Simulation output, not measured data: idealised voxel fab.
Module name: voxel plated lines (process module)
It is cross-section cut that appears here, measuring 160 nm in width, its square cells being 5 nm in size.
When this document writes out a cross-section, it uses a grid of square cells and lists it as bands, beginning at the top and moving down, with a band standing for one or more rows of cells. What a band's entry tells you: where the top is and where the bottom is, as heights in nm, and after that what lies inside, material by material from left to right, each with its width in nm. Empty space is written as the word "air", and a single material marked with the word "everywhere" occupies the band from edge to edge. Below 0: as-received wafer, all one material; heights counted from there. Lowest band: no bottom, goes on down, written "z 0 and below". Note: "30 to 40" means the width goes from the first number (top row of the band) to the second number (bottom row) in equal steps per row of cells. No cell of the cross-section changed in a step that is given as "same as before". This entry, "Enclosed internal voids", enumerates those empty regions of no fewer than 8 cells that possess no open connection to the top. Each region is reported in the form width x height at distance, the distance being taken from the left edge, with all three quantities expressed in nm. Step line, after settings: the simulator's comment on this step. The line of a step may include "overlay nm". On a step with a mask, this value is how far to the right of its planned place the mask lay. A negative value means the mask lay to the left.

## The planned process steps are enumerated hereunder
- 1: RECEIVE with material Si
- 2: CONFORMAL_DEP with material SiO2, thk nm 5
- 3: DIRECTIONAL_DEP with material TiN, thk nm 5
- 4: PATTERN with tone open, mask id LINES, material resist, width nm 15, pitch nm 30, thk nm 25, overlay nm 0
- 5: EPI with material Ru, thk nm 5
- 6: EPI with material Ru, thk nm 5
- 7: STRIP with etch materials resist
- 8: DIRECTIONAL_ETCH with etch materials TiN, depth nm 5
- 9: CONFORMAL_DEP with material SiO2, thk nm 5

## First wafer out of two, processed as planned

## Here's what the wafer looked like in cross-section when it arrived - that's after step 1
z 0 and below | Si everywhere
Enclosed internal voids: none

## Step 2 done - wafer cross-section
z 5 to 0 | SiO2 everywhere
Heights below 0 show no change.

## Step 3 done - wafer cross-section
z 10 to 5 | TiN everywhere
Heights below 5 show no change.

## Step 4 done - wafer cross-section
z 35 to 10 | 55 of resist, then 15 of air, then 15 of resist, then 15 of air, then 60 of resist
Heights below 10 show no change.

## Step 5 done - wafer cross-section
z 35 to 15 | 55 of resist, then 15 of air, then 15 of resist, then 15 of air, then 60 of resist
z 15 to 10 | 55 of resist, then 15 of Ru, then 15 of resist, then 15 of Ru, then 60 of resist
Heights below 10 show no change.

## Step 6 done - wafer cross-section
z 35 to 20 | 55 of resist, then 15 of air, then 15 of resist, then 15 of air, then 60 of resist
z 20 to 10 | 55 of resist, then 15 of Ru, then 15 of resist, then 15 of Ru, then 60 of resist
Heights below 10 show no change.

## Step 7 done - wafer cross-section
z 20 to 10 | 55 of air, then 15 of Ru, then 15 of air, then 15 of Ru, then 60 of air
Heights below 10 show no change.

## Step 8 done - wafer cross-section
z 20 to 10 | 55 of air, then 15 of Ru, then 15 of air, then 15 of Ru, then 60 of air
z 10 to 5 | 55 of air, then 15 of TiN, then 15 of air, then 15 of TiN, then 60 of air
Heights below 5 show no change.

## Step 9 done - wafer cross-section
z 25 to 20 | 50 of air, then 25 of SiO2, then 5 of air, then 25 of SiO2, then 55 of air
z 20 to 10 | 50 of air, then 5 of SiO2, then 15 of Ru, then 5 of SiO2, then 5 of air, then 5 of SiO2, then 15 of Ru, then 5 of SiO2, then 55 of air
z 10 to 5 | 55 of SiO2, then 15 of TiN, then 15 of SiO2, then 15 of TiN, then 60 of SiO2
Heights below 5 show no change.

## Now the other wafer: same start, same recipe, but we messed up one thing when running it. Up to and including step 1 it's the same as the first one

## X-section, second wafer, when step 2 was due to finish
z 5 to 0 | TiN everywhere
Heights below 0 show no change.

## X-section, second wafer, when step 3 was due to finish
z 10 to 5 | SiO2 everywhere
Heights below 5 show no change.

## X-section, second wafer, when step 4 was due to finish
z 35 to 10 | 55 of resist, then 15 of air, then 15 of resist, then 15 of air, then 60 of resist
Heights below 10 show no change.

X-section, second wafer, when step 5 was due to finish: same as before

X-section, second wafer, when step 6 was due to finish: same as before

## X-section, second wafer, when step 7 was due to finish
z 10 to 5 | SiO2 everywhere
Heights below 5 show no change.

X-section, second wafer, when step 8 was due to finish: same as before

## X-section, second wafer, when step 9 was due to finish
z 15 to 5 | SiO2 everywhere
Heights below 5 show no change.
Run error: contrary to the plan, steps 2 and 3 were processed in exchanged order
Per the end-of-run cell counts, the second wafer holds more or fewer of some materials than the first: 12 fewer of Ru | 12 fewer of SiO2 | 26 more of TiN
